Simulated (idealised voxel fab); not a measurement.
The process module presented herein is designated voxel self aligned vias.
Section cut is 265 nm wide and gridded with 5 nm square cells.
This document writes a cross-section as a grid whose cells are square, and gives it as bands, listed from the top down; one or more rows of cells form a band.
First you get the band's top height and its bottom height, in nm, and then the materials it's made of, left to right, with each width in nm. If you see a single material with "everywhere", that one covers the band edge to edge. "empty" is empty space.
Heights from 0 (as-received wafer is one material below). Bottom band endless downward, as "0 nm and below".
Graded width ("30 to 40"): value in top row of band = first number; value in bottom row = second number; row-to-row change constant.
It should be understood that the words "identical to before", when stated for a given step, signify that the cross-section underwent no change in any of its cells during that step.
Listed in "Enclosed voids": every empty space of 8 or more cells without an open way to the top. Form: width x height at distance, the distance being from the left edge, all in nm.
What comes after the settings on a step's line is commentary from the simulator itself on that step.
A step's line can hold "overlay nm"; with a mask on that step, the setting says how far right of the planned place the mask lay, while a negative setting says it lay to the left.

Process steps foreseen in the plan
- 1: RECEIVE with material Si
- 2: CONFORMAL_DEP with material SiO2, thk nm 10
- 3: CONFORMAL_DEP with material SiCN, thk nm 5
- 4: DIRECTIONAL_DEP with material SiO2, thk nm 20
- 5: MASKED_ETCH with tone open, mask id LINES, width nm 20, pitch nm 60, etch materials SiO2, depth nm 20, overlay nm 0
- 6: CONFORMAL_DEP with material TiN, thk nm 5
- 7: FILL_DEP with material Ru, thk nm 10
- 8: CMP with height nm 35
- 9: SELECTIVE_ETCH with etch materials W Ru TiN, depth nm 10
- 10: FILL_DEP with material SiN, thk nm 5
- 11: CMP with height nm 35
- 12: DIRECTIONAL_DEP with material SiO2, thk nm 20
- 13: PATTERN with tone open, mask id VIAS, material resist, width nm 30, pitch nm 60, thk nm 20, overlay nm 0
- 14: DIRECTIONAL_ETCH with etch materials SiO2, depth nm 20
- 15: DIRECTIONAL_ETCH with etch materials SiN, depth nm 10
- 16: STRIP with etch materials resist
- 17: CONFORMAL_DEP with material TiN, thk nm 5
- 18: FILL_DEP with material Ru, thk nm 10
- 19: CMP with height nm 55
- 20: CONFORMAL_DEP with material SiCN, thk nm 5

Cross-section: wafer on arrival = after step 1
  0 nm and below  Si everywhere
  Enclosed voids: none

The plan above was carried out on the starting structure above with one mistake, and this cross-section shows the wafer at the end of the module
  60 nm to 55 nm  SiCN everywhere
  55 nm to 40 nm  80 Ru, 5 TiN, 30 SiO2, 5 TiN, 20 Ru, 5 TiN, 30 SiO2, 5 TiN, 85 Ru
  40 nm to 35 nm  85 TiN, 30 SiO2, 30 TiN, 30 SiO2, 90 TiN
  35 nm to 25 nm  90 SiO2, 20 SiN, 40 SiO2, 20 SiN, 95 SiO2
  25 nm to 20 nm  90 SiO2, 5 TiN, 10 Ru, 5 TiN, 40 SiO2, 5 TiN, 10 Ru, 5 TiN, 95 SiO2
  20 nm to 15 nm  90 SiO2, 20 TiN, 40 SiO2, 20 TiN, 95 SiO2
  15 nm to 10 nm  SiCN everywhere
  10 nm to 0 nm  SiO2 everywhere
  0 nm and below  Si everywhere
  Enclosed voids: none
Here's what went sideways: step 13 was not run as planned; what actually ran was PATTERN with tone cover, mask id VIAS, material resist, width nm 30, pitch nm 60, thk nm 20, overlay nm 0
